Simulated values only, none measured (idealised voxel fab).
This section sets out a process module, namely voxel ribs on slabs.
FYI the section here is cut, 265 nm wide, cells are 5 nm squares.
Square cells in a grid make up a cross-section in this document, and the grid is given as bands, listed from the top down, each one or more rows of cells. Quick guide to a band line: top height, bottom height (nm) up front; then every material left to right with its width in nm. Only one material and it's marked "everywhere"? Then it fills the band edge to edge. And "blank" just means empty space. Heights are measured from 0, the level below which the as-received wafer is all one material; the lowest band has no bottom and continues downward, written as in "0 down". When a width is written as two numbers, as in "30->40", the first number is the width in the top row of cells of the band and the second is the width in its bottom row, and the width changes by the same amount from each row to the next. A step reported as "identical to before" is a step in which no cell of the cross-section changed. This entry, "Encapsulated voids", enumerates those empty regions of no fewer than 8 cells that possess no open connection to the top. Each region is reported in the form width x height at distance, the distance being taken from the left edge, with all three quantities expressed in nm. after a step's settings: what the simulator itself notes on the step. The optional step-line setting "overlay nm" applies to steps with a mask and quantifies how far to the right of its planned location the mask lay, a negative value indicating leftward placement.
This section lists the process steps that were planned:
- 1: RECEIVE with material Si
- 2: DIRECTIONAL_DEP with material SiO2, thk nm 30
- 3: DIRECTIONAL_DEP with material SiN, thk nm 25
- 4: PATTERN with tone cover, mask id RIB, material resist, width nm 20, thk nm 15, overlay nm 0
- 5: DIRECTIONAL_ETCH with etch materials SiN, depth nm 15
- 6: STRIP with etch materials resist
- 7: PATTERN with tone cover, mask id SLAB, material resist, width nm 70, thk nm 20, overlay nm 0
- 8: DIRECTIONAL_ETCH with etch materials SiN, depth nm 10
- 9: STRIP with etch materials resist
- 10: FILL_DEP with material SiO2, thk nm 15
- 11: CMP with height nm 65
- 12: DIRECTIONAL_DEP with material W, thk nm 5
- 13: PATTERN with tone cover, mask id HEATER, material resist, width nm 30, thk nm 15, overlay nm 0
- 14: DIRECTIONAL_ETCH with etch materials W, depth nm 5
- 15: STRIP with etch materials resist
- 16: CONFORMAL_DEP with material SiO2, thk nm 10
Here's what the wafer looked like in cross-section when it arrived - that's after step 1:
* 0 down = Si everywhere
* Encapsulated voids: none
Result of the module, cross-sectioned: start per above, plan per above, one error in how it was run:
* 80 to 75 = blank=105, SiO2=50, blank=110
* 75 to 70 = SiO2 everywhere
* 70 to 65 = SiO2=115, W=30, SiO2=120
* 65 to 55 = SiO2 everywhere
* 55 to 40 = SiO2=120, SiN=20, SiO2=125
* 40 to 30 = SiO2=85, SiN=70, SiO2=110
* 30 to 0 = SiO2 everywhere
* 0 down = Si everywhere
* Encapsulated voids: none
What broke from the plan during processing? step 7 ran differently from the plan; actual operation with settings: PATTERN with tone cover, mask id SLAB, material resist, width nm 70, thk nm 20, overlay nm -10
